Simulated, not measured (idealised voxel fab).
process module | voxel wiring stack
cross-section cut | 245 nm wide | cells 5 nm
A cross-section is a grid of square cells, given in bands from the top down. A band is one or more rows of cells.
Each band's line starts with the height of the band's top and of its bottom, in nm. Then come its materials from left to right, each with its width in nm. One material with "throughout" fills the band from edge to edge. "air" is empty space.
Height 0 is the level under which the wafer as received is all one material. The lowest band goes on downwards, as in "0 down".
A width such as "30 to 40" changes by the same amount from each row of cells to the next, from the band's top row to its bottom row.
"no change" after a step means that no cell of the cross-section changed.
closed voids: empty space of 8 cells or more with no open way to the top, each as width x height at its distance from the left edge, in nm
after a step's settings: what the simulator itself notes on the step
overlay nm, on a step with a mask: how far to the right of its planned place the mask lay; to the left if negative
plan
1 op RECEIVE | material Si
2 op CONFORMAL_DEP | material SiO2 | thk nm 10
3 op CONFORMAL_DEP | material SiCN | thk nm 5
4 op DIRECTIONAL_DEP | material SiO2 | thk nm 20
5 op MASKED_ETCH | tone open | mask id METAL_1 | width nm 30 | pitch nm 60 | etch materials SiO2 | depth nm 20 | overlay nm 0
6 op MASKED_ETCH | tone open | mask id METAL_1 | width nm 30 | pitch nm 60 | etch materials SiCN | depth nm 5 | overlay nm 0
7 op CONFORMAL_DEP | material TiN | thk nm 5
8 op FILL_DEP | material W | thk nm 10
9 op CMP | height nm 35
10 op CONFORMAL_DEP | material SiCN | thk nm 5
11 op DIRECTIONAL_DEP | material lowk | thk nm 20
12 op PATTERN | tone open | mask id PLUG_1 | material resist | width nm 15 | pitch nm 60 | thk nm 15 | overlay nm 0
13 op DIRECTIONAL_ETCH | etch materials lowk | depth nm 20
14 op DIRECTIONAL_ETCH | etch materials SiCN | depth nm 5
15 op STRIP | etch materials resist
16 op EPI | material Ru | thk nm 10
17 op EPI | material Ru | thk nm 10
18 op EPI | material Ru | thk nm 5
19 op DIRECTIONAL_DEP | material TiN | thk nm 5
20 op DIRECTIONAL_DEP | material Ru | thk nm 25
21 op PATTERN | tone cover | mask id METAL_2 | material resist | width nm 30 | pitch nm 60 | thk nm 15 | overlay nm 0
22 op DIRECTIONAL_ETCH | etch materials Ru | depth nm 25
23 op DIRECTIONAL_ETCH | etch materials TiN | depth nm 5
24 op STRIP | etch materials resist
25 op FILL_DEP | material lowk | thk nm 10
26 op CMP | height nm 90
27 op CONFORMAL_DEP | material SiCN | thk nm 5
28 op DIRECTIONAL_DEP | material SiO2 | thk nm 30
29 op PATTERN | tone open | mask id METAL_3 | material resist | width nm 30 | pitch nm 60 | thk nm 20 | overlay nm 0
30 op DIRECTIONAL_ETCH | etch materials SiO2 | depth nm 20
31 op STRIP | etch materials resist
32 op PATTERN | tone open | mask id METAL_3_HOLES | material resist | width nm 15 | pitch nm 60 | thk nm 15 | overlay nm 0
33 op DIRECTIONAL_ETCH | etch materials SiO2 | depth nm 10
34 op DIRECTIONAL_ETCH | etch materials SiCN | depth nm 5
35 op STRIP | etch materials resist
36 op CONFORMAL_DEP | material TiN | thk nm 5
37 op FILL_DEP | material Ru | thk nm 5
38 op CMP | height nm 125
39 op CONFORMAL_DEP | material SiCN | thk nm 5
as received, after step 1
  0 down: Si throughout
  closed voids: none
a wafer at the end: this start, this plan, one mistake
  130 to 125: SiCN throughout
  125 to 120: Ru throughout
  120 to 115: TiN 50 | Ru 20 | TiN 40 | Ru 20 | TiN 40 | Ru 20 | TiN 55
  115 to 100: SiO2 45 | TiN 5 | Ru 20 | TiN 5 | SiO2 30 | TiN 5 | Ru 20 | TiN 5 | SiO2 30 | TiN 5 | Ru 20 | TiN 5 | SiO2 50
  100 to 95: SiO2 45 | TiN 5 | Ru 5 | TiN 20 | SiO2 30 | TiN 5 | Ru 5 | TiN 20 | SiO2 30 | TiN 5 | Ru 5 | TiN 20 | SiO2 50
  95 to 85: SiO2 45 | TiN 5 | Ru 5 | TiN 5 | SiO2 45 | TiN 5 | Ru 5 | TiN 5 | SiO2 45 | TiN 5 | Ru 5 | TiN 5 | SiO2 65
  85 to 80: SiCN 45 | TiN 15 | SiCN 45 | TiN 15 | SiCN 45 | TiN 15 | SiCN 65
  80 to 65: lowk 45 | Ru 30 | lowk 30 | Ru 30 | lowk 30 | Ru 30 | lowk 50
  65 to 60: lowk 45 | TiN 30 | lowk 30 | TiN 30 | lowk 30 | TiN 30 | lowk 50
  60 to 40: lowk 45 | Ru 15 | lowk 45 | Ru 15 | lowk 45 | Ru 15 | lowk 65
  40 to 35: SiCN 45 | Ru 15 | SiCN 45 | Ru 15 | SiCN 45 | Ru 15 | SiCN 65
  35 to 15: SiO2 45 | TiN 5 | W 20 | TiN 5 | SiO2 30 | TiN 5 | W 20 | TiN 5 | SiO2 30 | TiN 5 | W 20 | TiN 5 | SiO2 50
  15 to 10: SiCN 45 | TiN 30 | SiCN 30 | TiN 30 | SiCN 30 | TiN 30 | SiCN 50
  10 to 0: SiO2 throughout
  0 down: Si throughout
  closed voids: none
what went wrong: step 26 ran as: op CMP | height nm 80
